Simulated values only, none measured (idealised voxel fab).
process module | voxel self aligned vias
cross-section cut | 155 nm wide | cells 5 nm
A cross-section is a grid of square cells, given in bands from the top down. A band is one or more rows of cells.
Each band's line starts with the height of the band's top and of its bottom, in nm. Then come its materials from left to right, each with its width in nm. One material with "throughout" fills the band from edge to edge. "air" is empty space.
Height 0 is the level under which the wafer as received is all one material. The lowest band goes on downwards, as in "0 down".
A width such as "30 to 40" changes by the same amount from each row of cells to the next, from the band's top row to its bottom row.
"no change" after a step means that no cell of the cross-section changed.
closed voids: empty space of 8 cells or more with no open way to the top, each as width x height at its distance from the left edge, in nm
after a step's settings: what the simulator itself notes on the step
overlay nm, on a step with a mask: how far to the right of its planned place the mask lay; to the left if negative
plan
1 op RECEIVE | material Si
2 op CONFORMAL_DEP | material SiO2 | thk nm 10
3 op CONFORMAL_DEP | material SiCN | thk nm 5
4 op DIRECTIONAL_DEP | material lowk | thk nm 30
5 op MASKED_ETCH | tone open | mask id LINES | width nm 30 | pitch nm 65 | etch materials lowk | depth nm 30 | overlay nm 0
6 op CONFORMAL_DEP | material TiN | thk nm 5
7 op FILL_DEP | material Ru | thk nm 10
8 op CMP | height nm 45
9 op SELECTIVE_ETCH | etch materials W Ru TiN | depth nm 5
10 op FILL_DEP | material SiN | thk nm 10
11 op CMP | height nm 45
12 op DIRECTIONAL_DEP | material lowk | thk nm 15
13 op PATTERN | tone open | mask id VIAS | material resist | width nm 50 | thk nm 15 | overlay nm 0
14 op DIRECTIONAL_ETCH | etch materials lowk | depth nm 15
15 op DIRECTIONAL_ETCH | etch materials SiN | depth nm 5
16 op STRIP | etch materials resist
17 op CONFORMAL_DEP | material TiN | thk nm 5
18 op FILL_DEP | material Cu | thk nm 5
19 op CMP | height nm 60
20 op CONFORMAL_DEP | material SiCN | thk nm 5
first wafer, as planned
as received, after step 1
  0 down: Si throughout
  closed voids: none
after step 2
  10 to 0: SiO2 throughout
  below 0: unchanged
after step 3
  15 to 10: SiCN throughout
  below 10: unchanged
after step 4
  45 to 15: lowk throughout
  below 15: unchanged
after step 5
  45 to 15: lowk 30 | air 30 | lowk 35 | air 30 | lowk 30
  below 15: unchanged
after step 6
  50 to 45: TiN 35 | air 20 | TiN 45 | air 20 | TiN 35
  45 to 20: lowk 30 | TiN 5 | air 20 | TiN 5 | lowk 35 | TiN 5 | air 20 | TiN 5 | lowk 30
  20 to 15: lowk 30 | TiN 30 | lowk 35 | TiN 30 | lowk 30
  below 15: unchanged
after step 7
  60 to 50: Ru throughout
  50 to 45: TiN 35 | Ru 20 | TiN 45 | Ru 20 | TiN 35
  45 to 20: lowk 30 | TiN 5 | Ru 20 | TiN 5 | lowk 35 | TiN 5 | Ru 20 | TiN 5 | lowk 30
  below 20: unchanged
after step 8
  45 to 20: lowk 30 | TiN 5 | Ru 20 | TiN 5 | lowk 35 | TiN 5 | Ru 20 | TiN 5 | lowk 30
  below 20: unchanged
after step 9
  45 to 40: lowk 30 | air 30 | lowk 35 | air 30 | lowk 30
  below 40: unchanged
after step 10
  55 to 45: SiN throughout
  45 to 40: lowk 30 | SiN 30 | lowk 35 | SiN 30 | lowk 30
  below 40: unchanged
after step 11
  45 to 40: lowk 30 | SiN 30 | lowk 35 | SiN 30 | lowk 30
  below 40: unchanged
after step 12
  60 to 45: lowk throughout
  below 45: unchanged
after step 13
  75 to 60: resist 20 | air 50 | resist 85
  below 60: unchanged
after step 14
  75 to 60: resist 20 | air 50 | resist 85
  60 to 45: lowk 20 | air 50 | lowk 85
  below 45: unchanged
after step 15
  75 to 60: resist 20 | air 50 | resist 85
  60 to 45: lowk 20 | air 50 | lowk 85
  45 to 40: lowk 30 | air 30 | lowk 35 | SiN 30 | lowk 30
  below 40: unchanged
after step 16
  60 to 45: lowk 20 | air 50 | lowk 85
  below 45: unchanged
after step 17
  65 to 60: TiN 25 | air 40 | TiN 90
  60 to 50: lowk 20 | TiN 5 | air 40 | TiN 5 | lowk 85
  50 to 45: lowk 20 | TiN 15 | air 20 | TiN 15 | lowk 85
  45 to 40: lowk 30 | TiN 30 | lowk 35 | SiN 30 | lowk 30
  below 40: unchanged
after step 18
  70 to 65: Cu throughout
  65 to 60: TiN 25 | Cu 40 | TiN 90
  60 to 50: lowk 20 | TiN 5 | Cu 40 | TiN 5 | lowk 85
  50 to 45: lowk 20 | TiN 15 | Cu 20 | TiN 15 | lowk 85
  below 45: unchanged
after step 19
  60 to 50: lowk 20 | TiN 5 | Cu 40 | TiN 5 | lowk 85
  below 50: unchanged
after step 20
  65 to 60: SiCN throughout
  below 60: unchanged
second wafer: like start, like plan, one mistake. Through step 3 it matches the first wafer
when step 4 should have ended
  45 to 15: SiN throughout
  below 15: unchanged
when step 5 should have ended: no change
when step 6 should have ended
  50 to 45: TiN throughout
  below 45: unchanged
when step 7 should have ended
  60 to 50: Ru throughout
  below 50: unchanged
when step 8 should have ended
  45 to 15: SiN throughout
  below 15: unchanged
when step 9 should have ended: no change
when step 10 should have ended
  55 to 15: SiN throughout
  below 15: unchanged
when step 11 should have ended
  45 to 15: SiN throughout
  below 15: unchanged
when step 12 should have ended
  60 to 45: lowk throughout
  below 45: unchanged
when step 13 should have ended
  75 to 60: resist 20 | air 50 | resist 85
  below 60: unchanged
when step 14 should have ended
  75 to 60: resist 20 | air 50 | resist 85
  60 to 45: lowk 20 | air 50 | lowk 85
  below 45: unchanged
when step 15 should have ended
  75 to 60: resist 20 | air 50 | resist 85
  60 to 45: lowk 20 | air 50 | lowk 85
  45 to 40: SiN 20 | air 50 | SiN 85
  below 40: unchanged
when step 16 should have ended
  60 to 45: lowk 20 | air 50 | lowk 85
  below 45: unchanged
when step 17 should have ended
  65 to 60: TiN 25 | air 40 | TiN 90
  60 to 45: lowk 20 | TiN 5 | air 40 | TiN 5 | lowk 85
  45 to 40: SiN 20 | TiN 50 | SiN 85
  below 40: unchanged
when step 18 should have ended
  70 to 65: Cu throughout
  65 to 60: TiN 25 | Cu 40 | TiN 90
  60 to 45: lowk 20 | TiN 5 | Cu 40 | TiN 5 | lowk 85
  below 45: unchanged
when step 19 should have ended
  60 to 45: lowk 20 | TiN 5 | Cu 40 | TiN 5 | lowk 85
  below 45: unchanged
when step 20 should have ended
  65 to 60: SiCN throughout
  below 60: unchanged
what went wrong: step 4 ran as: op DIRECTIONAL_DEP | material SiN | thk nm 30
at the end the second wafer has, in cells: 4 more of Cu | 32 fewer of Ru | 170 more of SiN | 28 fewer of TiN | 114 fewer of lowk
